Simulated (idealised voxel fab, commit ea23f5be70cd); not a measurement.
The following process module bears the name voxel trench capacitor.
Each square cell in cross-section cut measures 5 nm, and the section as a whole is 225 nm wide.
The cross-sections in this document take the form of a grid made of square cells. They are written out as bands, in order from top to bottom. Each band consists of one or more rows of cells.
Quick guide to a band line: top height, bottom height (nm) up front; then every material left to right with its width in nm. Only one material and it's marked "edge to edge"? Then it fills the band edge to edge. And "empty" just means empty space.
Height is counted from the level 0, under which the received wafer is composed throughout of one material. The lowest of the bands is not closed at the bottom but continues downward, in the notation "top 0, no bottom".
So if you see something like "30..40" for the width, read it as the top row of the band sitting at the first number and the bottom row at the second, with every row in between moving by the same amount as the last.
The designation "stayed the same", where it is given for a processing step, indicates that no cell of the cross-section was altered in the course of that step.
You'll see "Enclosed voids" listing empty spaces that have no way open to the top, as long as they're 8 cells or more; the notation is width x height at distance, where the distance is from the left edge, and all of it is in nm.
after a step's settings: what the simulator itself notes on the step
"overlay nm" on a masked step: distance the mask lay right of its planned place, negative for left.
-- Listed below are the process steps as planned
1: op RECEIVE | material Si
2: op CONFORMAL_DEP | material SiN | thk nm 10
3: op MASKED_ETCH | tone open | mask id TRENCH | width nm 15 | pitch nm 35 | etch materials SiN | depth nm 10 | overlay nm 0
4: op MASKED_ETCH | tone open | mask id TRENCH | width nm 15 | pitch nm 35 | etch materials Si | depth nm 40 | overlay nm 0
5: op CONFORMAL_DEP | material Al2O3 | thk nm 5
6: op FILL_DEP | material polySi | thk nm 10
7: op CMP | height nm 10
-- Cross-section of the wafer as it came to us, i.e., already through step 1
  top 0, no bottom  Si edge to edge
  Enclosed voids: none
-- Cross-section, first of two wafers, end of module, run as planned
  top 10, bottom 0  70 SiN; 5 Al2O3; 5 polySi; 5 Al2O3; 20 SiN; 5 Al2O3; 5 polySi; 5 Al2O3; 20 SiN; 5 Al2O3; 5 polySi; 5 Al2O3; 70 SiN
  top 0, bottom -35  70 Si; 5 Al2O3; 5 polySi; 5 Al2O3; 20 Si; 5 Al2O3; 5 polySi; 5 Al2O3; 20 Si; 5 Al2O3; 5 polySi; 5 Al2O3; 70 Si
  top -35, bottom -40  70 Si; 15 Al2O3; 20 Si; 15 Al2O3; 20 Si; 15 Al2O3; 70 Si
  top -40, no bottom  Si edge to edge
  Enclosed voids: none
-- Wafer two, sectioned after the module: the first wafer's start, the first wafer's plan, and one mistake in how it was run
  top 10, bottom 0  70 SiN; 5 Al2O3; 5 polySi; 5 Al2O3; 20 SiN; 5 Al2O3; 5 polySi; 5 Al2O3; 20 SiN; 5 Al2O3; 5 polySi; 5 Al2O3; 70 SiN
  top 0, bottom -75  70 Si; 5 Al2O3; 5 polySi; 5 Al2O3; 20 Si; 5 Al2O3; 5 polySi; 5 Al2O3; 20 Si; 5 Al2O3; 5 polySi; 5 Al2O3; 70 Si
  top -75, bottom -80  70 Si; 15 Al2O3; 20 Si; 15 Al2O3; 20 Si; 15 Al2O3; 70 Si
  top -80, no bottom  Si edge to edge
  Enclosed voids: none
In executing the process, a mistake was made relative to the plan: in the plan, step 4 was performed twice
Final cells, second wafer relative to first, materials higher or lower: Al2O3: 48 more, Si: 72 fewer, polySi: 24 more
